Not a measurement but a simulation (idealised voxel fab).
The name of this process module is voxel wiring stack.
Cross-section cut spans 195 nm and uses square cells 5 nm in size.
A cross-section in this document is a grid of square cells, and it is written down as bands, the top band listed before the ones below it; a band is made up of one or more rows of cells. Within each band entry, the heights of the top and of the bottom of the band appear first, in that order and in nm; the materials of the band then follow from left to right, each with its corresponding width in nm. The designation "full width" on a single material indicates that it fills the band from edge to edge; the designation "air" indicates empty space. Counting heights begins at 0, where everything beneath is, in the wafer as received, one material. The lowest band has no bottom; it goes on downwards, as "z 0 and below" shows. A width such as "30..40" changes by the same amount from each row of cells to the next, from the band's top row to its bottom row. The designation "no modifications", where it is given for a processing step, indicates that no cell of the cross-section was altered in the course of that step. Sealed-off cavities: empty space of 8 cells or more with no open way to the top, each as width x height at its distance from the left edge, in nm. Formally, on a step line, whatever follows the settings is a remark that the simulator itself makes on the step. A step line may carry the setting "overlay nm", which, for steps involving a mask, states the distance by which the mask lay to the right of its intended position; negative values denote displacement to the left. Pairs follow: section before one process step, section after it down to the lowest changed band, step with settings underneath. Pairs may come from different runs of this module on the same starting wafer; continuity with the pair above only as stated in the "Cross-section, before" entry.

# Cross-section, before
* z 0 and below | Si full width
* Sealed-off cavities: none

# Post-Process Section
* z 15 to 0 | SiO2 full width
* Rest of section, below 0: as before.
* Sealed-off cavities: none
Step lying between the two cross-sections just above: CONFORMAL_DEP,material SiO2,thk nm 15

Cross-section, before: the wafer arrives at this step looking as the after cross-section in the pair just above shows it.

# Post-Process Section
* z 20 to 15 | TiN full width
* Rest of section, below 15: as before.
* Sealed-off cavities: none
Step lying between the two cross-sections just above: DIRECTIONAL_DEP,material TiN,thk nm 5

Cross-section, before: the wafer arrives at this step looking as the after cross-section in the pair just above shows it.

# Post-Process Section
* z 40 to 20 | Ru full width
* Rest of section, below 20: as before.
* Sealed-off cavities: none
Step lying between the two cross-sections just above: DIRECTIONAL_DEP,material Ru,thk nm 20

Cross-section, before: the wafer arrives at this step looking as the after cross-section in the pair just above shows it.

# Post-Process Section
* z 60 to 40 | air: 40, then resist: 20, then air: 25, then resist: 20, then air: 25, then resist: 20, then air: 45
* Rest of section, below 40: as before.
* Sealed-off cavities: none
Step lying between the two cross-sections just above: PATTERN,tone cover,mask id METAL_1,material resist,width nm 20,pitch nm 45,thk nm 20,overlay nm 0

Cross-section, before: the wafer arrives at this step looking as the after cross-section in the pair just above shows it.

# Post-Process Section
* z 60 to 40 | air: 40, then resist: 20, then air: 25, then resist: 20, then air: 25, then resist: 20, then air: 45
* z 40 to 20 | air: 40, then Ru: 20, then air: 25, then Ru: 20, then air: 25, then Ru: 20, then air: 45
* Rest of section, below 20: as before.
* Sealed-off cavities: none
Step lying between the two cross-sections just above: DIRECTIONAL_ETCH,etch materials Ru,depth nm 20

Cross-section, before: the wafer arrives at this step looking as the after cross-section in the pair just above shows it.

# Post-Process Section
* z 60 to 40 | air: 40, then resist: 20, then air: 25, then resist: 20, then air: 25, then resist: 20, then air: 45
* z 40 to 20 | air: 40, then Ru: 20, then air: 25, then Ru: 20, then air: 25, then Ru: 20, then air: 45
* z 20 to 15 | air: 40, then TiN: 20, then air: 25, then TiN: 20, then air: 25, then TiN: 20, then air: 45
* Rest of section, below 15: as before.
* Sealed-off cavities: none
Step lying between the two cross-sections just above: DIRECTIONAL_ETCH,etch materials TiN,depth nm 5

Cross-section, before: the wafer arrives at this step looking as the after cross-section in the pair just above shows it.

# Post-Process Section
* z 40 to 20 | air: 40, then Ru: 20, then air: 25, then Ru: 20, then air: 25, then Ru: 20, then air: 45
* Rest of section, below 20: as before.
* Sealed-off cavities: none
Step lying between the two cross-sections just above: STRIP,etch materials resist

Cross-section, before: the wafer arrives at this step looking as the after cross-section in the pair just above shows it.

# Post-Process Section
* z 50 to 40 | lowk full width
* z 40 to 20 | lowk: 40, then Ru: 20, then lowk: 25, then Ru: 20, then lowk: 25, then Ru: 20, then lowk: 45
* z 20 to 15 | lowk: 40, then TiN: 20, then lowk: 25, then TiN: 20, then lowk: 25, then TiN: 20, then lowk: 45
* Rest of section, below 15: as before.
* Sealed-off cavities: none
Step lying between the two cross-sections just above: FILL_DEP,material lowk,thk nm 10

Cross-section, before: the wafer arrives at this step looking as the after cross-section in the pair just above shows it.

# Post-Process Section
* z 40 to 20 | lowk: 40, then Ru: 20, then lowk: 25, then Ru: 20, then lowk: 25, then Ru: 20, then lowk: 45
* Rest of section, below 20: as before.
* Sealed-off cavities: none
Step lying between the two cross-sections just above: CMP,height nm 40

Cross-section, before: the wafer arrives at this step looking as the after cross-section in the pair just above shows it.

# Post-Process Section
* z 45 to 40 | SiCN full width
* Rest of section, below 40: as before.
* Sealed-off cavities: none
Step lying between the two cross-sections just above: CONFORMAL_DEP,material SiCN,thk nm 5

Cross-section, before: the wafer arrives at this step looking as the after cross-section in the pair just above shows it.

# Post-Process Section
* z 60 to 45 | lowk full width
* Rest of section, below 45: as before.
* Sealed-off cavities: none
Step lying between the two cross-sections just above: DIRECTIONAL_DEP,material lowk,thk nm 15

Cross-section, before: the wafer arrives at this step looking as the after cross-section in the pair just above shows it.

# Post-Process Section
* z 75 to 60 | aC full width
* Rest of section, below 60: as before.
* Sealed-off cavities: none
Step lying between the two cross-sections just above: DIRECTIONAL_DEP,material aC,thk nm 15

Cross-section, before: the wafer arrives at this step looking as the after cross-section in the pair just above shows it.

# Post-Process Section
* z 110 to 75 | resist: 40, then air: 15, then resist: 30, then air: 15, then resist: 30, then air: 15, then resist: 50
* Rest of section, below 75: as before.
* Sealed-off cavities: none
Step lying between the two cross-sections just above: PATTERN,tone open,mask id PLUG_1,material resist,width nm 15,pitch nm 45,thk nm 35,overlay nm 0

Cross-section, before: the wafer arrives at this step looking as the after cross-section in the pair just above shows it.

# Post-Process Section
* z 95 to 75 | resist: 40, then air: 15, then resist: 30, then air: 15, then resist: 30, then air: 15, then resist: 50
* z 75 to 60 | aC: 40, then air: 15, then aC: 30, then air: 15, then aC: 30, then air: 15, then aC: 50
* Rest of section, below 60: as before.
* Sealed-off cavities: none
Step lying between the two cross-sections just above: DIRECTIONAL_ETCH,etch materials aC,depth nm 15

Cross-section, before: the wafer arrives at this step looking as the after cross-section in the pair just above shows it.

# Post-Process Section
* z 75 to 60 | aC: 40, then air: 15, then aC: 30, then air: 15, then aC: 30, then air: 15, then aC: 50
* Rest of section, below 60: as before.
* Sealed-off cavities: none
Step lying between the two cross-sections just above: STRIP,etch materials resist

Cross-section, before: the wafer arrives at this step looking as the after cross-section in the pair just above shows it.

# Post-Process Section
* z 75 to 60 | aC: 40, then air: 15, then aC: 30, then air: 15, then aC: 30, then air: 15, then aC: 50
* z 60 to 45 | lowk: 40, then air: 15, then lowk: 30, then air: 15, then lowk: 30, then air: 15, then lowk: 50
* Rest of section, below 45: as before.
* Sealed-off cavities: none
Step lying between the two cross-sections just above: DIRECTIONAL_ETCH,etch materials lowk,depth nm 15

Cross-section, before: the wafer arrives at this step looking as the after cross-section in the pair just above shows it.

# Post-Process Section
* z 75 to 60 | aC: 40, then air: 15, then aC: 30, then air: 15, then aC: 30, then air: 15, then aC: 50
* z 60 to 45 | lowk: 40, then air: 15, then lowk: 30, then air: 15, then lowk: 30, then air: 15, then lowk: 50
* z 45 to 40 | SiCN: 40, then air: 15, then SiCN: 30, then air: 15, then SiCN: 30, then air: 15, then SiCN: 50
* Rest of section, below 40: as before.
* Sealed-off cavities: none
Step lying between the two cross-sections just above: DIRECTIONAL_ETCH,etch materials SiCN,depth nm 5

Cross-section, before: the wafer arrives at this step looking as the after cross-section in the pair just above shows it.

# Post-Process Section
* z 60 to 45 | lowk: 40, then air: 15, then lowk: 30, then air: 15, then lowk: 30, then air: 15, then lowk: 50
* Rest of section, below 45: as before.
* Sealed-off cavities: none
Step lying between the two cross-sections just above: STRIP,etch materials aC

Cross-section, before: the wafer arrives at this step looking as the after cross-section in the pair just above shows it.

# Post-Process Section
* z 60 to 50 | lowk: 40, then air: 15, then lowk: 30, then air: 15, then lowk: 30, then air: 15, then lowk: 50
* z 50 to 45 | lowk: 40, then Ru: 15, then lowk: 30, then Ru: 15, then lowk: 30, then Ru: 15, then lowk: 50
* z 45 to 40 | SiCN: 40, then Ru: 15, then SiCN: 30, then Ru: 15, then SiCN: 30, then Ru: 15, then SiCN: 50
* Rest of section, below 40: as before.
* Sealed-off cavities: none
Step lying between the two cross-sections just above: EPI,material Ru,thk nm 10

Cross-section, before: the wafer arrives at this step looking as the after cross-section in the pair just above shows it.

# Post-Process Section
* z 60 to 45 | lowk: 40, then Ru: 15, then lowk: 30, then Ru: 15, then lowk: 30, then Ru: 15, then lowk: 50
* Rest of section, below 45: as before.
* Sealed-off cavities: none
Step lying between the two cross-sections just above: EPI,material Ru,thk nm 10

Cross-section, before: the wafer arrives at this step looking as the after cross-section in the pair just above shows it.

# Post-Process Section
* z 65 to 60 | SiN full width
* Rest of section, below 60: as before.
* Sealed-off cavities: none
Step lying between the two cross-sections just above: CONFORMAL_DEP,material SiN,thk nm 5

Cross-section, before: the wafer arrives at this step looking as the after cross-section in the pair just above shows it.

# Post-Process Section
* z 80 to 65 | SiO2 full width
* Rest of section, below 65: as before.
* Sealed-off cavities: none
Step lying between the two cross-sections just above: DIRECTIONAL_DEP,material SiO2,thk nm 15

Cross-section, before: the wafer arrives at this step looking as the after cross-section in the pair just above shows it.

# Post-Process Section
* z 90 to 80 | aC full width
* Rest of section, below 80: as before.
* Sealed-off cavities: none
Step lying between the two cross-sections just above: DIRECTIONAL_DEP,material aC,thk nm 10

Cross-section, before: the wafer arrives at this step looking as the after cross-section in the pair just above shows it.

# Post-Process Section
* z 120 to 90 | resist: 40, then air: 20, then resist: 25, then air: 20, then resist: 25, then air: 20, then resist: 45
* Rest of section, below 90: as before.
* Sealed-off cavities: none
Step lying between the two cross-sections just above: PATTERN,tone open,mask id METAL_2,material resist,width nm 20,pitch nm 45,thk nm 30,overlay nm 0

Cross-section, before: the wafer arrives at this step looking as the after cross-section in the pair just above shows it.

# Post-Process Section
* z 110 to 90 | resist: 40, then air: 20, then resist: 25, then air: 20, then resist: 25, then air: 20, then resist: 45
* z 90 to 80 | aC: 40, then air: 20, then aC: 25, then air: 20, then aC: 25, then air: 20, then aC: 45
* Rest of section, below 80: as before.
* Sealed-off cavities: none
Step lying between the two cross-sections just above: DIRECTIONAL_ETCH,etch materials aC,depth nm 10

Cross-section, before: the wafer arrives at this step looking as the after cross-section in the pair just above shows it.

# Post-Process Section
* z 90 to 80 | aC: 40, then air: 20, then aC: 25, then air: 20, then aC: 25, then air: 20, then aC: 45
* Rest of section, below 80: as before.
* Sealed-off cavities: none
Step lying between the two cross-sections just above: STRIP,etch materials resist

Cross-section, before: the wafer arrives at this step looking as the after cross-section in the pair just above shows it.

# Post-Process Section
* z 90 to 80 | aC: 40, then air: 20, then aC: 25, then air: 20, then aC: 25, then air: 20, then aC: 45
* z 80 to 65 | SiO2: 40, then air: 20, then SiO2: 25, then air: 20, then SiO2: 25, then air: 20, then SiO2: 45
* Rest of section, below 65: as before.
* Sealed-off cavities: none
Step lying between the two cross-sections just above: DIRECTIONAL_ETCH,etch materials SiO2,depth nm 15

Cross-section, before: the wafer arrives at this step looking as the after cross-section in the pair just above shows it.

# Post-Process Section
* z 90 to 80 | aC: 40, then air: 20, then aC: 25, then air: 20, then aC: 25, then air: 20, then aC: 45
* z 80 to 65 | SiO2: 40, then air: 20, then SiO2: 25, then air: 20, then SiO2: 25, then air: 20, then SiO2: 45
* z 65 to 60 | SiN: 40, then air: 20, then SiN: 25, then air: 20, then SiN: 25, then air: 20, then SiN: 45
* Rest of section, below 60: as before.
* Sealed-off cavities: none
Step lying between the two cross-sections just above: DIRECTIONAL_ETCH,etch materials SiN,depth nm 5

Cross-section, before: the wafer arrives at this step looking as the after cross-section in the pair just above shows it.

# Post-Process Section
* z 80 to 65 | SiO2: 40, then air: 20, then SiO2: 25, then air: 20, then SiO2: 25, then air: 20, then SiO2: 45
* Rest of section, below 65: as before.
* Sealed-off cavities: none
Step lying between the two cross-sections just above: STRIP,etch materials aC

Cross-section, before: the wafer arrives at this step looking as the after cross-section in the pair just above shows it.

# Post-Process Section
* z 85 to 80 | TiN: 45, then air: 10, then TiN: 35, then air: 10, then TiN: 35, then air: 10, then TiN: 50
* z 80 to 65 | SiO2: 40, then TiN: 5, then air: 10, then TiN: 5, then SiO2: 25, then TiN: 5, then air: 10, then TiN: 5, then SiO2: 25, then TiN: 5, then air: 10, then TiN: 5, then SiO2: 45
* z 65 to 60 | SiN: 40, then TiN: 20, then SiN: 25, then TiN: 20, then SiN: 25, then TiN: 20, then SiN: 45
* Rest of section, below 60: as before.
* Sealed-off cavities: none
Step lying between the two cross-sections just above: CONFORMAL_DEP,material TiN,thk nm 5

Cross-section, before: the wafer arrives at this step looking as the after cross-section in the pair just above shows it.

# Post-Process Section
* z 95 to 85 | Cu full width
* z 85 to 80 | TiN: 45, then Cu: 10, then TiN: 35, then Cu: 10, then TiN: 35, then Cu: 10, then TiN: 50
* z 80 to 65 | SiO2: 40, then TiN: 5, then Cu: 10, then TiN: 5, then SiO2: 25, then TiN: 5, then Cu: 10, then TiN: 5, then SiO2: 25, then TiN: 5, then Cu: 10, then TiN: 5, then SiO2: 45
* Rest of section, below 65: as before.
* Sealed-off cavities: none
Step lying between the two cross-sections just above: FILL_DEP,material Cu,thk nm 10

Cross-section, before: the wafer arrives at this step looking as the after cross-section in the pair just above shows it.

# Post-Process Section
* z 80 to 65 | SiO2: 40, then TiN: 5, then Cu: 10, then TiN: 5, then SiO2: 25, then TiN: 5, then Cu: 10, then TiN: 5, then SiO2: 25, then TiN: 5, then Cu: 10, then TiN: 5, then SiO2: 45
* Rest of section, below 65: as before.
* Sealed-off cavities: none
Step lying between the two cross-sections just above: CMP,height nm 80

Cross-section, before: the wafer arrives at this step looking as the after cross-section in the pair just above shows it.

# Post-Process Section
* z 85 to 80 | SiCN full width
* Rest of section, below 80: as before.
* Sealed-off cavities: none
Step lying between the two cross-sections just above: CONFORMAL_DEP,material SiCN,thk nm 5

Cross-section, before: the wafer arrives at this step looking as the after cross-section in the pair just above shows it.

# Post-Process Section
* z 115 to 85 | lowk full width
* Rest of section, below 85: as before.
* Sealed-off cavities: none
Step lying between the two cross-sections just above: DIRECTIONAL_DEP,material lowk,thk nm 30

Cross-section, before: the wafer arrives at this step looking as the after cross-section in the pair just above shows it.

# Post-Process Section
* z 130 to 115 | aC full width
* Rest of section, below 115: as before.
* Sealed-off cavities: none
Step lying between the two cross-sections just above: DIRECTIONAL_DEP,material aC,thk nm 15

Cross-section, before: the wafer arrives at this step looking as the after cross-section in the pair just above shows it.

# Post-Process Section
* z 165 to 130 | resist: 40, then air: 20, then resist: 25, then air: 20, then resist: 25, then air: 20, then resist: 45
* Rest of section, below 130: as before.
* Sealed-off cavities: none
Step lying between the two cross-sections just above: PATTERN,tone open,mask id METAL_3,material resist,width nm 20,pitch nm 45,thk nm 35,overlay nm 0

Cross-section, before: the wafer arrives at this step looking as the after cross-section in the pair just above shows it.

# Post-Process Section
* z 150 to 130 | resist: 40, then air: 20, then resist: 25, then air: 20, then resist: 25, then air: 20, then resist: 45
* z 130 to 115 | aC: 40, then air: 20, then aC: 25, then air: 20, then aC: 25, then air: 20, then aC: 45
* Rest of section, below 115: as before.
* Sealed-off cavities: none
Step lying between the two cross-sections just above: DIRECTIONAL_ETCH,etch materials aC,depth nm 15

Cross-section, before: the wafer arrives at this step looking as the after cross-section in the pair just above shows it.

# Post-Process Section
* z 130 to 115 | aC: 40, then air: 20, then aC: 25, then air: 20, then aC: 25, then air: 20, then aC: 45
* Rest of section, below 115: as before.
* Sealed-off cavities: none
Step lying between the two cross-sections just above: STRIP,etch materials resist

Cross-section, before: the wafer arrives at this step looking as the after cross-section in the pair just above shows it.

# Post-Process Section
* z 130 to 115 | aC: 40, then air: 20, then aC: 25, then air: 20, then aC: 25, then air: 20, then aC: 45
* z 115 to 100 | lowk: 40, then air: 20, then lowk: 25, then air: 20, then lowk: 25, then air: 20, then lowk: 45
* Rest of section, below 100: as before.
* Sealed-off cavities: none
Step lying between the two cross-sections just above: DIRECTIONAL_ETCH,etch materials lowk,depth nm 15

Cross-section, before: the wafer arrives at this step looking as the after cross-section in the pair just above shows it.

# Post-Process Section
* z 115 to 100 | lowk: 40, then air: 20, then lowk: 25, then air: 20, then lowk: 25, then air: 20, then lowk: 45
* Rest of section, below 100: as before.
* Sealed-off cavities: none
Step lying between the two cross-sections just above: STRIP,etch materials aC

Cross-section, before: the wafer arrives at this step looking as the after cross-section in the pair just above shows it.

# Post-Process Section
* z 115 to 100 | lowk: 40, then air: 20, then lowk: 25, then air: 20, then lowk: 25, then air: 20, then lowk: 45
* z 100 to 85 | lowk: 40, then air: 15, then lowk: 30, then air: 15, then lowk: 30, then air: 15, then lowk: 50
* Rest of section, below 85: as before.
* Sealed-off cavities: none
Step lying between the two cross-sections just above: MASKED_ETCH,tone open,mask id METAL_3_HOLES,width nm 15,pitch nm 45,etch materials lowk,depth nm 15,overlay nm 0

Cross-section, before: the wafer arrives at this step looking as the after cross-section in the pair just above shows it.

# Post-Process Section
* z 115 to 100 | lowk: 40, then air: 20, then lowk: 25, then air: 20, then lowk: 25, then air: 20, then lowk: 45
* z 100 to 85 | lowk: 40, then air: 15, then lowk: 30, then air: 15, then lowk: 30, then air: 15, then lowk: 50
* z 85 to 80 | SiCN: 40, then air: 15, then SiCN: 30, then air: 15, then SiCN: 30, then air: 15, then SiCN: 50
* Rest of section, below 80: as before.
* Sealed-off cavities: none
Step lying between the two cross-sections just above: MASKED_ETCH,tone open,mask id METAL_3_HOLES,width nm 15,pitch nm 45,etch materials SiCN,depth nm 5,overlay nm 0

Cross-section, before: the wafer arrives at this step looking as the after cross-section in the pair just above shows it.

# Post-Process Section
* z 120 to 115 | TiN: 45, then air: 10, then TiN: 35, then air: 10, then TiN: 35, then air: 10, then TiN: 50
* z 115 to 105 | lowk: 40, then TiN: 5, then air: 10, then TiN: 5, then lowk: 25, then TiN: 5, then air: 10, then TiN: 5, then lowk: 25, then TiN: 5, then air: 10, then TiN: 5, then lowk: 45
* z 105 to 100 | lowk: 40, then TiN: 5, then air: 5, then TiN: 10, then lowk: 25, then TiN: 5, then air: 5, then TiN: 10, then lowk: 25, then TiN: 5, then air: 5, then TiN: 10, then lowk: 45
* z 100 to 85 | lowk: 40, then TiN: 5, then air: 5, then TiN: 5, then lowk: 30, then TiN: 5, then air: 5, then TiN: 5, then lowk: 30, then TiN: 5, then air: 5, then TiN: 5, then lowk: 50
* z 85 to 80 | SiCN: 40, then TiN: 15, then SiCN: 30, then TiN: 15, then SiCN: 30, then TiN: 15, then SiCN: 50
* Rest of section, below 80: as before.
* Sealed-off cavities: none
Step lying between the two cross-sections just above: CONFORMAL_DEP,material TiN,thk nm 5

Cross-section, before: the wafer arrives at this step looking as the after cross-section in the pair just above shows it.

# Post-Process Section
* z 125 to 120 | Cu full width
* z 120 to 115 | TiN: 45, then Cu: 10, then TiN: 35, then Cu: 10, then TiN: 35, then Cu: 10, then TiN: 50
* z 115 to 105 | lowk: 40, then TiN: 5, then Cu: 10, then TiN: 5, then lowk: 25, then TiN: 5, then Cu: 10, then TiN: 5, then lowk: 25, then TiN: 5, then Cu: 10, then TiN: 5, then lowk: 45
* z 105 to 100 | lowk: 40, then TiN: 5, then Cu: 5, then TiN: 10, then lowk: 25, then TiN: 5, then Cu: 5, then TiN: 10, then lowk: 25, then TiN: 5, then Cu: 5, then TiN: 10, then lowk: 45
* z 100 to 85 | lowk: 40, then TiN: 5, then Cu: 5, then TiN: 5, then lowk: 30, then TiN: 5, then Cu: 5, then TiN: 5, then lowk: 30, then TiN: 5, then Cu: 5, then TiN: 5, then lowk: 50
* Rest of section, below 85: as before.
* Sealed-off cavities: none
Step lying between the two cross-sections just above: FILL_DEP,material Cu,thk nm 5

Cross-section, before: the wafer arrives at this step looking as the after cross-section in the pair just above shows it.

# Post-Process Section
* z 115 to 105 | lowk: 40, then TiN: 5, then Cu: 10, then TiN: 5, then lowk: 25, then TiN: 5, then Cu: 10, then TiN: 5, then lowk: 25, then TiN: 5, then Cu: 10, then TiN: 5, then lowk: 45
* Rest of section, below 105: as before.
* Sealed-off cavities: none
Step lying between the two cross-sections just above: CMP,height nm 115

Cross-section, before: the wafer arrives at this step looking as the after cross-section in the pair just above shows it.

# Post-Process Section
* z 120 to 115 | SiCN full width
* Rest of section, below 115: as before.
* Sealed-off cavities: none
Step lying between the two cross-sections just above: CONFORMAL_DEP,material SiCN,thk nm 5

Cross-section, before: the wafer arrives at this step looking as the after cross-section in the pair just above shows it.

# Post-Process Section
* z 130 to 120 | lowk full width
* Rest of section, below 120: as before.
* Sealed-off cavities: none
Step lying between the two cross-sections just above: DIRECTIONAL_DEP,material lowk,thk nm 10

Cross-section, before: the wafer arrives at this step looking as the after cross-section in the pair just above shows it.

# Post-Process Section
* z 130 to 120 | lowk: 40, then air: 15, then lowk: 30, then air: 15, then lowk: 30, then air: 15, then lowk: 50
* Rest of section, below 120: as before.
* Sealed-off cavities: none
Step lying between the two cross-sections just above: MASKED_ETCH,tone open,mask id PLUG_3,width nm 15,pitch nm 45,etch materials lowk,depth nm 10,overlay nm 0

Cross-section, before: the wafer arrives at this step looking as the after cross-section in the pair just above shows it.

# Post-Process Section
* z 130 to 120 | lowk: 40, then air: 15, then lowk: 30, then air: 15, then lowk: 30, then air: 15, then lowk: 50
* z 120 to 115 | SiCN: 40, then air: 15, then SiCN: 30, then air: 15, then SiCN: 30, then air: 15, then SiCN: 50
* Rest of section, below 115: as before.
* Sealed-off cavities: none
Step lying between the two cross-sections just above: MASKED_ETCH,tone open,mask id PLUG_3,width nm 15,pitch nm 45,etch materials SiCN,depth nm 5,overlay nm 0

Cross-section, before: the wafer arrives at this step looking as the after cross-section in the pair just above shows it.

# Post-Process Section
* z 135 to 130 | TiN: 45, then air: 5, then TiN: 40, then air: 5, then TiN: 40, then air: 5, then TiN: 55
* z 130 to 120 | lowk: 40, then TiN: 5, then air: 5, then TiN: 5, then lowk: 30, then TiN: 5, then air: 5, then TiN: 5, then lowk: 30, then TiN: 5, then air: 5, then TiN: 5, then lowk: 50
* z 120 to 115 | SiCN: 40, then TiN: 15, then SiCN: 30, then TiN: 15, then SiCN: 30, then TiN: 15, then SiCN: 50
* Rest of section, below 115: as before.
* Sealed-off cavities: none
Step lying between the two cross-sections just above: CONFORMAL_DEP,material TiN,thk nm 5

Cross-section, before: the wafer arrives at this step looking as the after cross-section in the pair just above shows it.

# Post-Process Section
* z 140 to 135 | Cu full width
* z 135 to 130 | TiN: 45, then Cu: 5, then TiN: 40, then Cu: 5, then TiN: 40, then Cu: 5, then TiN: 55
* z 130 to 120 | lowk: 40, then TiN: 5, then Cu: 5, then TiN: 5, then lowk: 30, then TiN: 5, then Cu: 5, then TiN: 5, then lowk: 30, then TiN: 5, then Cu: 5, then TiN: 5, then lowk: 50
* Rest of section, below 120: as before.
* Sealed-off cavities: none
Step lying between the two cross-sections just above: FILL_DEP,material Cu,thk nm 5

Cross-section, before: the wafer arrives at this step looking as the after cross-section in the pair just above shows it.

# Post-Process Section
* z 130 to 120 | lowk: 40, then TiN: 5, then Cu: 5, then TiN: 5, then lowk: 30, then TiN: 5, then Cu: 5, then TiN: 5, then lowk: 30, then TiN: 5, then Cu: 5, then TiN: 5, then lowk: 50
* Rest of section, below 120: as before.
* Sealed-off cavities: none
Step lying between the two cross-sections just above: CMP,height nm 130

Cross-section, before: the wafer arrives at this step looking as the after cross-section in the pair just above shows it.

# Post-Process Section
* z 135 to 130 | SiCN full width
* Rest of section, below 130: as before.
* Sealed-off cavities: none
Step lying between the two cross-sections just above: CONFORMAL_DEP,material SiCN,thk nm 5

Cross-section, before: the wafer arrives at this step looking as the after cross-section in the pair just above shows it.

# Post-Process Section
* z 160 to 135 | SiO2 full width
* Rest of section, below 135: as before.
* Sealed-off cavities: none
Step lying between the two cross-sections just above: DIRECTIONAL_DEP,material SiO2,thk nm 25

Cross-section, before: the wafer arrives at this step looking as the after cross-section in the pair just above shows it.

# Post-Process Section
* z 170 to 160 | aC full width
* Rest of section, below 160: as before.
* Sealed-off cavities: none
Step lying between the two cross-sections just above: DIRECTIONAL_DEP,material aC,thk nm 10

Cross-section, before: the wafer arrives at this step looking as the after cross-section in the pair just above shows it.

# Post-Process Section
* z 195 to 170 | resist: 40, then air: 20, then resist: 25, then air: 20, then resist: 25, then air: 20, then resist: 45
* Rest of section, below 170: as before.
* Sealed-off cavities: none
Step lying between the two cross-sections just above: PATTERN,tone open,mask id METAL_4,material resist,width nm 20,pitch nm 45,thk nm 25,overlay nm 0

Cross-section, before: the wafer arrives at this step looking as the after cross-section in the pair just above shows it.

# Post-Process Section
* z 185 to 170 | resist: 40, then air: 20, then resist: 25, then air: 20, then resist: 25, then air: 20, then resist: 45
* z 170 to 160 | aC: 40, then air: 20, then aC: 25, then air: 20, then aC: 25, then air: 20, then aC: 45
* Rest of section, below 160: as before.
* Sealed-off cavities: none
Step lying between the two cross-sections just above: DIRECTIONAL_ETCH,etch materials aC,depth nm 10

Cross-section, before: the wafer arrives at this step looking as the after cross-section in the pair just above shows it.

# Post-Process Section
* z 170 to 160 | aC: 40, then air: 20, then aC: 25, then air: 20, then aC: 25, then air: 20, then aC: 45
* Rest of section, below 160: as before.
* Sealed-off cavities: none
Step lying between the two cross-sections just above: STRIP,etch materials resist

Cross-section, before: the wafer arrives at this step looking as the after cross-section in the pair just above shows it.

# Post-Process Section
* z 170 to 160 | aC: 40, then air: 20, then aC: 25, then air: 20, then aC: 25, then air: 20, then aC: 45
* z 160 to 135 | SiO2: 40, then air: 20, then SiO2: 25, then air: 20, then SiO2: 25, then air: 20, then SiO2: 45
* Rest of section, below 135: as before.
* Sealed-off cavities: none
Step lying between the two cross-sections just above: DIRECTIONAL_ETCH,etch materials SiO2,depth nm 25

Cross-section, before: the wafer arrives at this step looking as the after cross-section in the pair just above shows it.

# Post-Process Section
* z 170 to 160 | aC: 40, then air: 20, then aC: 25, then air: 20, then aC: 25, then air: 20, then aC: 45
* z 160 to 135 | SiO2: 40, then air: 20, then SiO2: 25, then air: 20, then SiO2: 25, then air: 20, then SiO2: 45
* z 135 to 130 | SiCN: 40, then air: 20, then SiCN: 25, then air: 20, then SiCN: 25, then air: 20, then SiCN: 45
* Rest of section, below 130: as before.
* Sealed-off cavities: none
Step lying between the two cross-sections just above: DIRECTIONAL_ETCH,etch materials SiCN,depth nm 5

Cross-section, before: the wafer arrives at this step looking as the after cross-section in the pair just above shows it.

# Post-Process Section
* z 160 to 135 | SiO2: 40, then air: 20, then SiO2: 25, then air: 20, then SiO2: 25, then air: 20, then SiO2: 45
* Rest of section, below 135: as before.
* Sealed-off cavities: none
Step lying between the two cross-sections just above: STRIP,etch materials aC

Cross-section, before: the wafer arrives at this step looking as the after cross-section in the pair just above shows it.

# Post-Process Section
* z 165 to 160 | TiN: 45, then air: 10, then TiN: 35, then air: 10, then TiN: 35, then air: 10, then TiN: 50
* z 160 to 135 | SiO2: 40, then TiN: 5, then air: 10, then TiN: 5, then SiO2: 25, then TiN: 5, then air: 10, then TiN: 5, then SiO2: 25, then TiN: 5, then air: 10, then TiN: 5, then SiO2: 45
* z 135 to 130 | SiCN: 40, then TiN: 20, then SiCN: 25, then TiN: 20, then SiCN: 25, then TiN: 20, then SiCN: 45
* Rest of section, below 130: as before.
* Sealed-off cavities: none
Step lying between the two cross-sections just above: CONFORMAL_DEP,material TiN,thk nm 5

Cross-section, before: the wafer arrives at this step looking as the after cross-section in the pair just above shows it.

# Post-Process Section
* z 170 to 165 | Cu full width
* z 165 to 160 | TiN: 45, then Cu: 10, then TiN: 35, then Cu: 10, then TiN: 35, then Cu: 10, then TiN: 50
* z 160 to 135 | SiO2: 40, then TiN: 5, then Cu: 10, then TiN: 5, then SiO2: 25, then TiN: 5, then Cu: 10, then TiN: 5, then SiO2: 25, then TiN: 5, then Cu: 10, then TiN: 5, then SiO2: 45
* Rest of section, below 135: as before.
* Sealed-off cavities: none
Step lying between the two cross-sections just above: FILL_DEP,material Cu,thk nm 5

Cross-section, before: the wafer arrives at this step looking as the after cross-section in the pair just above shows it.

# Post-Process Section
* z 160 to 135 | SiO2: 40, then TiN: 5, then Cu: 10, then TiN: 5, then SiO2: 25, then TiN: 5, then Cu: 10, then TiN: 5, then SiO2: 25, then TiN: 5, then Cu: 10, then TiN: 5, then SiO2: 45
* Rest of section, below 135: as before.
* Sealed-off cavities: none
Step lying between the two cross-sections just above: CMP,height nm 160

Cross-section, before: the wafer arrives at this step looking as the after cross-section in the pair just above shows it.

# Post-Process Section
* z 165 to 160 | SiCN full width
* Rest of section, below 160: as before.
* Sealed-off cavities: none
Step lying between the two cross-sections just above: CONFORMAL_DEP,material SiCN,thk nm 5
